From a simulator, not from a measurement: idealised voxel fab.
The document below concerns the process module designated voxel self aligned vias.
The width of the displayed cross-section, cut, is 180 nm; its cells are square, with a size of 5 nm.
A cross-section in this document is a grid of square cells, and it is written down as bands, the top band listed before the ones below it; a band is made up of one or more rows of cells.
Each band's line starts with the height of the band's top and of its bottom, in nm. Then come its materials from left to right, each with its width in nm. One material with "all across" fills the band from edge to edge. "air" is empty space.
Height datum 0, below which the as-received substrate wafer is one material. Lowest band open at the bottom, running downward: "from 0 down".
The expression "30->40" gives the width at the extremes of the band, the first number at its top row of cells and the second at its bottom row, with the width changing by equal amounts from each row to the next in between.
Where a step carries "no alteration", the cross-section came out of it unchanged, cell for cell.
Entry "Closed empty spaces" = empty spaces >= 8 cells with no open way to the top; each as width x height at distance, distance from left edge, all nm.
The remark found on a step's line after its settings is issued by the simulator itself and pertains to that step.
"overlay nm" denotes, for a step that has a mask, the displacement of the mask to the right of its planned place, with negative values corresponding to the left.

## Below is the list of planned process steps
1: RECEIVE: material Si
2: CONFORMAL_DEP: material SiO2, thk nm 10
3: CONFORMAL_DEP: material SiCN, thk nm 5
4: DIRECTIONAL_DEP: material lowk, thk nm 20
5: MASKED_ETCH: tone open, mask id LINES, width nm 25, pitch nm 65, etch materials lowk, depth nm 20, overlay nm 0
6: CONFORMAL_DEP: material TiN, thk nm 5
7: FILL_DEP: material W, thk nm 5
8: CMP: height nm 35
9: SELECTIVE_ETCH: etch materials W Ru TiN, depth nm 10
10: FILL_DEP: material SiN, thk nm 5
11: CMP: height nm 35
12: DIRECTIONAL_DEP: material lowk, thk nm 15
13: MASKED_ETCH: tone open, mask id VIAS, width nm 35, etch materials lowk, depth nm 15, overlay nm 0
14: MASKED_ETCH: tone open, mask id VIAS, width nm 35, etch materials SiN, depth nm 10, overlay nm 0
15: CONFORMAL_DEP: material TiN, thk nm 5
16: FILL_DEP: material W, thk nm 5
17: CMP: height nm 50
18: CONFORMAL_DEP: material SiN, thk nm 5

## As received (post step 1): cross-section
	from 0 down | Si all across
	Closed empty spaces: none

## Wafer cross-section at end of module: start and plan as shown above, one execution error
	from 55 to 50 | SiN all across
	from 50 to 35 | 40 of lowk; 5 of TiN; 25 of lowk; 5 of TiN; 105 of lowk
	from 35 to 25 | 45 of lowk; 25 of SiN; 40 of lowk; 25 of SiN; 45 of lowk
	from 25 to 20 | 45 of lowk; 5 of TiN; 15 of W; 5 of TiN; 40 of lowk; 5 of TiN; 15 of W; 5 of TiN; 45 of lowk
	from 20 to 15 | 45 of lowk; 25 of TiN; 40 of lowk; 25 of TiN; 45 of lowk
	from 15 to 10 | SiCN all across
	from 10 to 0 | SiO2 all across
	from 0 down | Si all across
	Closed empty spaces: none
Here's what went sideways: steps 12 and 13 traded places in the executed sequence
